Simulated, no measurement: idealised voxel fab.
Name of the process module below: voxel quadruple lines
Cross-section cut spans 260 nm and uses square cells 5 nm in size.
A cross-section is written here as square cells arranged in a grid, and it is given in bands from the top down, each band taking up one or more rows of cells. Look at the band entry: it leads with the top's height and the bottom's height in nm. Then it lists the materials left to right, with a width in nm for each. The word "throughout" on a single material says that material fills the band edge to edge. The word "empty" is empty space. Measure heights from 0. That's the level where, below it, the as-received wafer is all one material. The lowest band is bottomless and extends downward; write it as in "0 and below". Width "30 to 40": first value at the band's top row of cells, second value at its bottom row, equal change from row to row. A step reported as "all unchanged" is a step in which no cell of the cross-section changed. In "Enclosed internal cavities" the enclosed voids are listed, meaning empty spaces of 8 cells or larger without any opening to the top. The form is width x height at distance, distance from the left edge, units nm. Past the settings on a step's line: simulator remark, on that step. overlay nm: step with mask; distance mask lay right of planned place; negative value = left of planned place.
## Process steps foreseen in the plan
1 RECEIVE, material Si
2 CONFORMAL_DEP, material Al2O3, thk nm 5
3 DIRECTIONAL_DEP, material Ru, thk nm 10
4 DIRECTIONAL_DEP, material polySi, thk nm 15
5 DIRECTIONAL_DEP, material aC, thk nm 25
6 PATTERN, tone cover, mask id MANDREL, material resist, width nm 30, pitch nm 80, thk nm 35, overlay nm 0
7 DIRECTIONAL_ETCH, etch materials aC, depth nm 25
8 STRIP, etch materials resist
9 CONFORMAL_DEP, material SiO2, thk nm 10
10 DIRECTIONAL_ETCH, etch materials SiO2, depth nm 10
11 STRIP, etch materials aC
12 DIRECTIONAL_ETCH, etch materials polySi, depth nm 15
13 STRIP, etch materials SiO2
14 CONFORMAL_DEP, material SiCN, thk nm 10
15 DIRECTIONAL_ETCH, etch materials SiCN, depth nm 10
16 STRIP, etch materials polySi
17 DIRECTIONAL_ETCH, etch materials Ru, depth nm 10
18 STRIP, etch materials SiCN
## First of two wafers - as planned
## Wafer at receipt (post step 1), cross-section
0 and below  Si throughout
Enclosed internal cavities: none
## The wafer, seen in cross-section, after step 2
5 down to 0  Al2O3 throughout
No changes below 0.
## The wafer, seen in cross-section, after step 3
15 down to 5  Ru throughout
No changes below 5.
## The wafer, seen in cross-section, after step 4
30 down to 15  polySi throughout
No changes below 15.
## The wafer, seen in cross-section, after step 5
55 down to 30  aC throughout
No changes below 30.
## The wafer, seen in cross-section, after step 6
90 down to 55  empty (75) | resist (30) | empty (50) | resist (30) | empty (75)
No changes below 55.
## The wafer, seen in cross-section, after step 7
65 down to 55  empty (75) | resist (30) | empty (50) | resist (30) | empty (75)
55 down to 30  empty (75) | aC (30) | empty (50) | aC (30) | empty (75)
No changes below 30.
## The wafer, seen in cross-section, after step 8
55 down to 30  empty (75) | aC (30) | empty (50) | aC (30) | empty (75)
No changes below 30.
## The wafer, seen in cross-section, after step 9
65 down to 55  empty (65) | SiO2 (50) | empty (30) | SiO2 (50) | empty (65)
55 down to 40  empty (65) | SiO2 (10) | aC (30) | SiO2 (10) | empty (30) | SiO2 (10) | aC (30) | SiO2 (10) | empty (65)
40 down to 30  SiO2 (75) | aC (30) | SiO2 (50) | aC (30) | SiO2 (75)
No changes below 30.
## The wafer, seen in cross-section, after step 10
55 down to 30  empty (65) | SiO2 (10) | aC (30) | SiO2 (10) | empty (30) | SiO2 (10) | aC (30) | SiO2 (10) | empty (65)
No changes below 30.
## The wafer, seen in cross-section, after step 11
55 down to 30  empty (65) | SiO2 (10) | empty (30) | SiO2 (10) | empty (30) | SiO2 (10) | empty (30) | SiO2 (10) | empty (65)
No changes below 30.
## The wafer, seen in cross-section, after step 12
55 down to 30  empty (65) | SiO2 (10) | empty (30) | SiO2 (10) | empty (30) | SiO2 (10) | empty (30) | SiO2 (10) | empty (65)
30 down to 15  empty (65) | polySi (10) | empty (30) | polySi (10) | empty (30) | polySi (10) | empty (30) | polySi (10) | empty (65)
No changes below 15.
## The wafer, seen in cross-section, after step 13
30 down to 15  empty (65) | polySi (10) | empty (30) | polySi (10) | empty (30) | polySi (10) | empty (30) | polySi (10) | empty (65)
No changes below 15.
## The wafer, seen in cross-section, after step 14
40 down to 30  empty (55) | SiCN (30) | empty (10) | SiCN (30) | empty (10) | SiCN (30) | empty (10) | SiCN (30) | empty (55)
30 down to 25  empty (55) | SiCN (10) | polySi (10) | SiCN (10) | empty (10) | SiCN (10) | polySi (10) | SiCN (10) | empty (10) | SiCN (10) | polySi (10) | SiCN (10) | empty (10) | SiCN (10) | polySi (10) | SiCN (10) | empty (55)
25 down to 15  SiCN (65) | polySi (10) | SiCN (30) | polySi (10) | SiCN (30) | polySi (10) | SiCN (30) | polySi (10) | SiCN (65)
No changes below 15.
## The wafer, seen in cross-section, after step 15
30 down to 15  empty (55) | SiCN (10) | polySi (10) | SiCN (10) | empty (10) | SiCN (10) | polySi (10) | SiCN (10) | empty (10) | SiCN (10) | polySi (10) | SiCN (10) | empty (10) | SiCN (10) | polySi (10) | SiCN (10) | empty (55)
No changes below 15.
## The wafer, seen in cross-section, after step 16
30 down to 15  empty (55) | SiCN (10) | empty (10) | SiCN (10) | empty (10) | SiCN (10) | empty (10) | SiCN (10) | empty (10) | SiCN (10) | empty (10) | SiCN (10) | empty (10) | SiCN (10) | empty (10) | SiCN (10) | empty (55)
No changes below 15.
## The wafer, seen in cross-section, after step 17
30 down to 15  empty (55) | SiCN (10) | empty (10) | SiCN (10) | empty (10) | SiCN (10) | empty (10) | SiCN (10) | empty (10) | SiCN (10) | empty (10) | SiCN (10) | empty (10) | SiCN (10) | empty (10) | SiCN (10) | empty (55)
15 down to 5  empty (55) | Ru (10) | empty (10) | Ru (10) | empty (10) | Ru (10) | empty (10) | Ru (10) | empty (10) | Ru (10) | empty (10) | Ru (10) | empty (10) | Ru (10) | empty (10) | Ru (10) | empty (55)
No changes below 5.
## The wafer, seen in cross-section, after step 18
15 down to 5  empty (55) | Ru (10) | empty (10) | Ru (10) | empty (10) | Ru (10) | empty (10) | Ru (10) | empty (10) | Ru (10) | empty (10) | Ru (10) | empty (10) | Ru (10) | empty (10) | Ru (10) | empty (55)
No changes below 5.
## Wafer two. Identical start, identical plan. One mistake in execution. Identical history through step 5
## Look at the second wafer in cross-section at the time step 6 ought to have finished
90 down to 55  empty (65) | resist (30) | empty (50) | resist (30) | empty (85)
No changes below 55.
## Look at the second wafer in cross-section at the time step 7 ought to have finished
65 down to 55  empty (65) | resist (30) | empty (50) | resist (30) | empty (85)
55 down to 30  empty (65) | aC (30) | empty (50) | aC (30) | empty (85)
No changes below 30.
## Look at the second wafer in cross-section at the time step 8 ought to have finished
55 down to 30  empty (65) | aC (30) | empty (50) | aC (30) | empty (85)
No changes below 30.
## Look at the second wafer in cross-section at the time step 9 ought to have finished
65 down to 55  empty (55) | SiO2 (50) | empty (30) | SiO2 (50) | empty (75)
55 down to 40  empty (55) | SiO2 (10) | aC (30) | SiO2 (10) | empty (30) | SiO2 (10) | aC (30) | SiO2 (10) | empty (75)
40 down to 30  SiO2 (65) | aC (30) | SiO2 (50) | aC (30) | SiO2 (85)
No changes below 30.
## Look at the second wafer in cross-section at the time step 10 ought to have finished
55 down to 30  empty (55) | SiO2 (10) | aC (30) | SiO2 (10) | empty (30) | SiO2 (10) | aC (30) | SiO2 (10) | empty (75)
No changes below 30.
## Look at the second wafer in cross-section at the time step 11 ought to have finished
55 down to 30  empty (55) | SiO2 (10) | empty (30) | SiO2 (10) | empty (30) | SiO2 (10) | empty (30) | SiO2 (10) | empty (75)
No changes below 30.
## Look at the second wafer in cross-section at the time step 12 ought to have finished
55 down to 30  empty (55) | SiO2 (10) | empty (30) | SiO2 (10) | empty (30) | SiO2 (10) | empty (30) | SiO2 (10) | empty (75)
30 down to 15  empty (55) | polySi (10) | empty (30) | polySi (10) | empty (30) | polySi (10) | empty (30) | polySi (10) | empty (75)
No changes below 15.
## Look at the second wafer in cross-section at the time step 13 ought to have finished
30 down to 15  empty (55) | polySi (10) | empty (30) | polySi (10) | empty (30) | polySi (10) | empty (30) | polySi (10) | empty (75)
No changes below 15.
## Look at the second wafer in cross-section at the time step 14 ought to have finished
40 down to 30  empty (45) | SiCN (30) | empty (10) | SiCN (30) | empty (10) | SiCN (30) | empty (10) | SiCN (30) | empty (65)
30 down to 25  empty (45) | SiCN (10) | polySi (10) | SiCN (10) | empty (10) | SiCN (10) | polySi (10) | SiCN (10) | empty (10) | SiCN (10) | polySi (10) | SiCN (10) | empty (10) | SiCN (10) | polySi (10) | SiCN (10) | empty (65)
25 down to 15  SiCN (55) | polySi (10) | SiCN (30) | polySi (10) | SiCN (30) | polySi (10) | SiCN (30) | polySi (10) | SiCN (75)
No changes below 15.
## Look at the second wafer in cross-section at the time step 15 ought to have finished
30 down to 15  empty (45) | SiCN (10) | polySi (10) | SiCN (10) | empty (10) | SiCN (10) | polySi (10) | SiCN (10) | empty (10) | SiCN (10) | polySi (10) | SiCN (10) | empty (10) | SiCN (10) | polySi (10) | SiCN (10) | empty (65)
No changes below 15.
## Look at the second wafer in cross-section at the time step 16 ought to have finished
30 down to 15  empty (45) | SiCN (10) | empty (10) | SiCN (10) | empty (10) | SiCN (10) | empty (10) | SiCN (10) | empty (10) | SiCN (10) | empty (10) | SiCN (10) | empty (10) | SiCN (10) | empty (10) | SiCN (10) | empty (65)
No changes below 15.
## Look at the second wafer in cross-section at the time step 17 ought to have finished
30 down to 15  empty (45) | SiCN (10) | empty (10) | SiCN (10) | empty (10) | SiCN (10) | empty (10) | SiCN (10) | empty (10) | SiCN (10) | empty (10) | SiCN (10) | empty (10) | SiCN (10) | empty (10) | SiCN (10) | empty (65)
15 down to 5  empty (45) | Ru (10) | empty (10) | Ru (10) | empty (10) | Ru (10) | empty (10) | Ru (10) | empty (10) | Ru (10) | empty (10) | Ru (10) | empty (10) | Ru (10) | empty (10) | Ru (10) | empty (65)
No changes below 5.
## Look at the second wafer in cross-section at the time step 18 ought to have finished
15 down to 5  empty (45) | Ru (10) | empty (10) | Ru (10) | empty (10) | Ru (10) | empty (10) | Ru (10) | empty (10) | Ru (10) | empty (10) | Ru (10) | empty (10) | Ru (10) | empty (10) | Ru (10) | empty (65)
No changes below 5.
It is concluded that the wafer was processed incorrectly with respect to the plan, in that heads up, step 6 didn't go per plan, it actually ran as PATTERN, tone cover, mask id MANDREL, material resist, width nm 30, pitch nm 80, thk nm 35, overlay nm -10
At the end, each material covers as many cells on the second wafer as it does on the first, though the cells it covers are elsewhere.
